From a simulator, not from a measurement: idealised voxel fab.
The following process module bears the name voxel gate over fins.
The width of the displayed cross-section, cut, is 290 nm; its cells are square, with a size of 5 nm.
Notation: cross-section as square-cell grid; stated in bands, top first, going down; one or more cell rows per band.
Top height, bottom height, nm. Materials left to right, width each, nm. Single material + "full width" = fills band edge to edge. "air" = empty.
Beneath 0, the wafer as received is one material, and that level is where height counting begins. The lowest band goes on downward without a bottom; it is written like "0 and below".
You'd read "30..40" like this: the band's top row of cells is as wide as the first number, its bottom row is as wide as the second, and going down, every row changes width by the same amount as the row before did.
"nothing got changed" for a step: no cell of the cross-section changed in that step.
This entry, "Unvented cavities", enumerates those empty regions of no fewer than 8 cells that possess no open connection to the top. Each region is reported in the form width x height at distance, the distance being taken from the left edge, with all three quantities expressed in nm.
On each step's line, the part that comes after the settings is the simulator's own comment on the step.
If you see "overlay nm" on a step's line and that step has a mask, it's telling you how far right of where it was planned the mask ended up; a negative number means it went left instead.

# Below is the list of planned process steps
step 1: RECEIVE: material Si
step 2: CONFORMAL_DEP: material SiN, thk nm 5
step 3: PATTERN: tone cover, mask id FINS, material resist, width nm 15, pitch nm 40, thk nm 15, overlay nm 0
step 4: DIRECTIONAL_ETCH: etch materials SiN, depth nm 5
step 5: DIRECTIONAL_ETCH: etch materials Si, depth nm 35
step 6: STRIP: etch materials resist
step 7: OXIDIZE: depth nm 5
step 8: FILL_DEP: material SiO2, thk nm 5
step 9: CMP: height nm 5
step 10: SELECTIVE_ETCH: etch materials SiO2, depth nm 20
step 11: STRIP: etch materials SiN
step 12: CONFORMAL_DEP: material HfO2, thk nm 5
step 13: CONFORMAL_DEP: material TiN, thk nm 5
step 14: FILL_DEP: material W, thk nm 15
step 15: CMP: height nm 20
step 16: CONFORMAL_DEP: material SiN, thk nm 10

# First of two wafers - as planned

# Cross-section of the wafer upon arrival, representing the state reached after step 1
* 0 and below  Si full width
* Unvented cavities: none

# State of the wafer after step 2, shown in cross-section
* 5 down to 0  SiN full width
* Everything below 0 is unchanged.

# State of the wafer after step 3, shown in cross-section
* 20 down to 5  air=75 / resist=15 / air=25 / resist=15 / air=25 / resist=15 / air=25 / resist=15 / air=80
* Everything below 5 is unchanged.

# State of the wafer after step 4, shown in cross-section
* 20 down to 5  air=75 / resist=15 / air=25 / resist=15 / air=25 / resist=15 / air=25 / resist=15 / air=80
* 5 down to 0  air=75 / SiN=15 / air=25 / SiN=15 / air=25 / SiN=15 / air=25 / SiN=15 / air=80
* Everything below 0 is unchanged.

# State of the wafer after step 5, shown in cross-section
* 20 down to 5  air=75 / resist=15 / air=25 / resist=15 / air=25 / resist=15 / air=25 / resist=15 / air=80
* 5 down to 0  air=75 / SiN=15 / air=25 / SiN=15 / air=25 / SiN=15 / air=25 / SiN=15 / air=80
* 0 down to -35  air=75 / Si=15 / air=25 / Si=15 / air=25 / Si=15 / air=25 / Si=15 / air=80
* Everything below -35 is unchanged.

# State of the wafer after step 6, shown in cross-section
* 5 down to 0  air=75 / SiN=15 / air=25 / SiN=15 / air=25 / SiN=15 / air=25 / SiN=15 / air=80
* Everything below 0 is unchanged.

# State of the wafer after step 7, shown in cross-section
* 5 down to 0  air=75 / SiN=15 / air=25 / SiN=15 / air=25 / SiN=15 / air=25 / SiN=15 / air=80
* 0 down to -35  air=75 / SiO2=5 / Si=5 / SiO2=5 / air=25 / SiO2=5 / Si=5 / SiO2=5 / air=25 / SiO2=5 / Si=5 / SiO2=5 / air=25 / SiO2=5 / Si=5 / SiO2=5 / air=80
* -35 down to -40  SiO2=80 / Si=5 / SiO2=35 / Si=5 / SiO2=35 / Si=5 / SiO2=35 / Si=5 / SiO2=85
* Everything below -40 is unchanged.

# State of the wafer after step 8, shown in cross-section
* 10 down to 5  SiO2 full width
* 5 down to 0  SiO2=75 / SiN=15 / SiO2=25 / SiN=15 / SiO2=25 / SiN=15 / SiO2=25 / SiN=15 / SiO2=80
* 0 down to -40  SiO2=80 / Si=5 / SiO2=35 / Si=5 / SiO2=35 / Si=5 / SiO2=35 / Si=5 / SiO2=85
* Everything below -40 is unchanged.

# State of the wafer after step 9, shown in cross-section
* 5 down to 0  SiO2=75 / SiN=15 / SiO2=25 / SiN=15 / SiO2=25 / SiN=15 / SiO2=25 / SiN=15 / SiO2=80
* Everything below 0 is unchanged.

# State of the wafer after step 10, shown in cross-section
* 5 down to 0  air=75 / SiN=15 / air=25 / SiN=15 / air=25 / SiN=15 / air=25 / SiN=15 / air=80
* 0 down to -15  air=80 / Si=5 / air=35 / Si=5 / air=35 / Si=5 / air=35 / Si=5 / air=85
* Everything below -15 is unchanged.

# State of the wafer after step 11, shown in cross-section
* 0 down to -15  air=80 / Si=5 / air=35 / Si=5 / air=35 / Si=5 / air=35 / Si=5 / air=85
* Everything below -15 is unchanged.

# State of the wafer after step 12, shown in cross-section
* 5 down to 0  air=75 / HfO2=15 / air=25 / HfO2=15 / air=25 / HfO2=15 / air=25 / HfO2=15 / air=80
* 0 down to -10  air=75 / HfO2=5 / Si=5 / HfO2=5 / air=25 / HfO2=5 / Si=5 / HfO2=5 / air=25 / HfO2=5 / Si=5 / HfO2=5 / air=25 / HfO2=5 / Si=5 / HfO2=5 / air=80
* -10 down to -15  HfO2=80 / Si=5 / HfO2=35 / Si=5 / HfO2=35 / Si=5 / HfO2=35 / Si=5 / HfO2=85
* Everything below -15 is unchanged.

# State of the wafer after step 13, shown in cross-section
* 10 down to 5  air=70 / TiN=25 / air=15 / TiN=25 / air=15 / TiN=25 / air=15 / TiN=25 / air=75
* 5 down to 0  air=70 / TiN=5 / HfO2=15 / TiN=5 / air=15 / TiN=5 / HfO2=15 / TiN=5 / air=15 / TiN=5 / HfO2=15 / TiN=5 / air=15 / TiN=5 / HfO2=15 / TiN=5 / air=75
* 0 down to -5  air=70 / TiN=5 / HfO2=5 / Si=5 / HfO2=5 / TiN=5 / air=15 / TiN=5 / HfO2=5 / Si=5 / HfO2=5 / TiN=5 / air=15 / TiN=5 / HfO2=5 / Si=5 / HfO2=5 / TiN=5 / air=15 / TiN=5 / HfO2=5 / Si=5 / HfO2=5 / TiN=5 / air=75
* -5 down to -10  TiN=75 / HfO2=5 / Si=5 / HfO2=5 / TiN=25 / HfO2=5 / Si=5 / HfO2=5 / TiN=25 / HfO2=5 / Si=5 / HfO2=5 / TiN=25 / HfO2=5 / Si=5 / HfO2=5 / TiN=80
* Everything below -10 is unchanged.

# State of the wafer after step 14, shown in cross-section
* 25 down to 10  W full width
* 10 down to 5  W=70 / TiN=25 / W=15 / TiN=25 / W=15 / TiN=25 / W=15 / TiN=25 / W=75
* 5 down to 0  W=70 / TiN=5 / HfO2=15 / TiN=5 / W=15 / TiN=5 / HfO2=15 / TiN=5 / W=15 / TiN=5 / HfO2=15 / TiN=5 / W=15 / TiN=5 / HfO2=15 / TiN=5 / W=75
* 0 down to -5  W=70 / TiN=5 / HfO2=5 / Si=5 / HfO2=5 / TiN=5 / W=15 / TiN=5 / HfO2=5 / Si=5 / HfO2=5 / TiN=5 / W=15 / TiN=5 / HfO2=5 / Si=5 / HfO2=5 / TiN=5 / W=15 / TiN=5 / HfO2=5 / Si=5 / HfO2=5 / TiN=5 / W=75
* Everything below -5 is unchanged.

# State of the wafer after step 15, shown in cross-section
* 20 down to 10  W full width
* Everything below 10 is unchanged.

# State of the wafer after step 16, shown in cross-section
* 30 down to 20  SiN full width
* Everything below 20 is unchanged.

# Second wafer. Start and plan as for the first. One mistake made in running. Agrees with the first up to and including step 2

# Second wafer: cross-section at the scheduled end of step 3
* 20 down to 5  air=75 / resist=20 / air=20 / resist=20 / air=20 / resist=20 / air=20 / resist=20 / air=75
* Everything below 5 is unchanged.

# Second wafer: cross-section at the scheduled end of step 4
* 20 down to 5  air=75 / resist=20 / air=20 / resist=20 / air=20 / resist=20 / air=20 / resist=20 / air=75
* 5 down to 0  air=75 / SiN=20 / air=20 / SiN=20 / air=20 / SiN=20 / air=20 / SiN=20 / air=75
* Everything below 0 is unchanged.

# Second wafer: cross-section at the scheduled end of step 5
* 20 down to 5  air=75 / resist=20 / air=20 / resist=20 / air=20 / resist=20 / air=20 / resist=20 / air=75
* 5 down to 0  air=75 / SiN=20 / air=20 / SiN=20 / air=20 / SiN=20 / air=20 / SiN=20 / air=75
* 0 down to -35  air=75 / Si=20 / air=20 / Si=20 / air=20 / Si=20 / air=20 / Si=20 / air=75
* Everything below -35 is unchanged.

# Second wafer: cross-section at the scheduled end of step 6
* 5 down to 0  air=75 / SiN=20 / air=20 / SiN=20 / air=20 / SiN=20 / air=20 / SiN=20 / air=75
* Everything below 0 is unchanged.

# Second wafer: cross-section at the scheduled end of step 7
* 5 down to 0  air=75 / SiN=20 / air=20 / SiN=20 / air=20 / SiN=20 / air=20 / SiN=20 / air=75
* 0 down to -35  air=75 / SiO2=5 / Si=10 / SiO2=5 / air=20 / SiO2=5 / Si=10 / SiO2=5 / air=20 / SiO2=5 / Si=10 / SiO2=5 / air=20 / SiO2=5 / Si=10 / SiO2=5 / air=75
* -35 down to -40  SiO2=80 / Si=10 / SiO2=30 / Si=10 / SiO2=30 / Si=10 / SiO2=30 / Si=10 / SiO2=80
* Everything below -40 is unchanged.

# Second wafer: cross-section at the scheduled end of step 8
* 10 down to 5  SiO2 full width
* 5 down to 0  SiO2=75 / SiN=20 / SiO2=20 / SiN=20 / SiO2=20 / SiN=20 / SiO2=20 / SiN=20 / SiO2=75
* 0 down to -40  SiO2=80 / Si=10 / SiO2=30 / Si=10 / SiO2=30 / Si=10 / SiO2=30 / Si=10 / SiO2=80
* Everything below -40 is unchanged.

# Second wafer: cross-section at the scheduled end of step 9
* 5 down to 0  SiO2=75 / SiN=20 / SiO2=20 / SiN=20 / SiO2=20 / SiN=20 / SiO2=20 / SiN=20 / SiO2=75
* Everything below 0 is unchanged.

# Second wafer: cross-section at the scheduled end of step 10
* 5 down to 0  air=75 / SiN=20 / air=20 / SiN=20 / air=20 / SiN=20 / air=20 / SiN=20 / air=75
* 0 down to -15  air=80 / Si=10 / air=30 / Si=10 / air=30 / Si=10 / air=30 / Si=10 / air=80
* Everything below -15 is unchanged.

# Second wafer: cross-section at the scheduled end of step 11
* 0 down to -15  air=80 / Si=10 / air=30 / Si=10 / air=30 / Si=10 / air=30 / Si=10 / air=80
* Everything below -15 is unchanged.

# Second wafer: cross-section at the scheduled end of step 12
* 5 down to 0  air=75 / HfO2=20 / air=20 / HfO2=20 / air=20 / HfO2=20 / air=20 / HfO2=20 / air=75
* 0 down to -10  air=75 / HfO2=5 / Si=10 / HfO2=5 / air=20 / HfO2=5 / Si=10 / HfO2=5 / air=20 / HfO2=5 / Si=10 / HfO2=5 / air=20 / HfO2=5 / Si=10 / HfO2=5 / air=75
* -10 down to -15  HfO2=80 / Si=10 / HfO2=30 / Si=10 / HfO2=30 / Si=10 / HfO2=30 / Si=10 / HfO2=80
* Everything below -15 is unchanged.

# Second wafer: cross-section at the scheduled end of step 13
* 10 down to 5  air=70 / TiN=30 / air=10 / TiN=30 / air=10 / TiN=30 / air=10 / TiN=30 / air=70
* 5 down to 0  air=70 / TiN=5 / HfO2=20 / TiN=5 / air=10 / TiN=5 / HfO2=20 / TiN=5 / air=10 / TiN=5 / HfO2=20 / TiN=5 / air=10 / TiN=5 / HfO2=20 / TiN=5 / air=70
* 0 down to -5  air=70 / TiN=5 / HfO2=5 / Si=10 / HfO2=5 / TiN=5 / air=10 / TiN=5 / HfO2=5 / Si=10 / HfO2=5 / TiN=5 / air=10 / TiN=5 / HfO2=5 / Si=10 / HfO2=5 / TiN=5 / air=10 / TiN=5 / HfO2=5 / Si=10 / HfO2=5 / TiN=5 / air=70
* -5 down to -10  TiN=75 / HfO2=5 / Si=10 / HfO2=5 / TiN=20 / HfO2=5 / Si=10 / HfO2=5 / TiN=20 / HfO2=5 / Si=10 / HfO2=5 / TiN=20 / HfO2=5 / Si=10 / HfO2=5 / TiN=75
* Everything below -10 is unchanged.

# Second wafer: cross-section at the scheduled end of step 14
* 25 down to 10  W full width
* 10 down to 5  W=70 / TiN=30 / W=10 / TiN=30 / W=10 / TiN=30 / W=10 / TiN=30 / W=70
* 5 down to 0  W=70 / TiN=5 / HfO2=20 / TiN=5 / W=10 / TiN=5 / HfO2=20 / TiN=5 / W=10 / TiN=5 / HfO2=20 / TiN=5 / W=10 / TiN=5 / HfO2=20 / TiN=5 / W=70
* 0 down to -5  W=70 / TiN=5 / HfO2=5 / Si=10 / HfO2=5 / TiN=5 / W=10 / TiN=5 / HfO2=5 / Si=10 / HfO2=5 / TiN=5 / W=10 / TiN=5 / HfO2=5 / Si=10 / HfO2=5 / TiN=5 / W=10 / TiN=5 / HfO2=5 / Si=10 / HfO2=5 / TiN=5 / W=70
* Everything below -5 is unchanged.

# Second wafer: cross-section at the scheduled end of step 15
* 20 down to 10  W full width
* Everything below 10 is unchanged.

# Second wafer: cross-section at the scheduled end of step 16
* 30 down to 20  SiN full width
* Everything below 20 is unchanged.
Short version of what went wrong: step 3, actual vs plan mismatch, actual run PATTERN: tone cover, mask id FINS, material resist, width nm 20, pitch nm 40, thk nm 15, overlay nm 0
Upon completion, the second wafer contains, in terms of cells, a greater or smaller amount of certain materials than the first wafer: Si: 32 more; SiO2: 20 fewer; W: 12 fewer
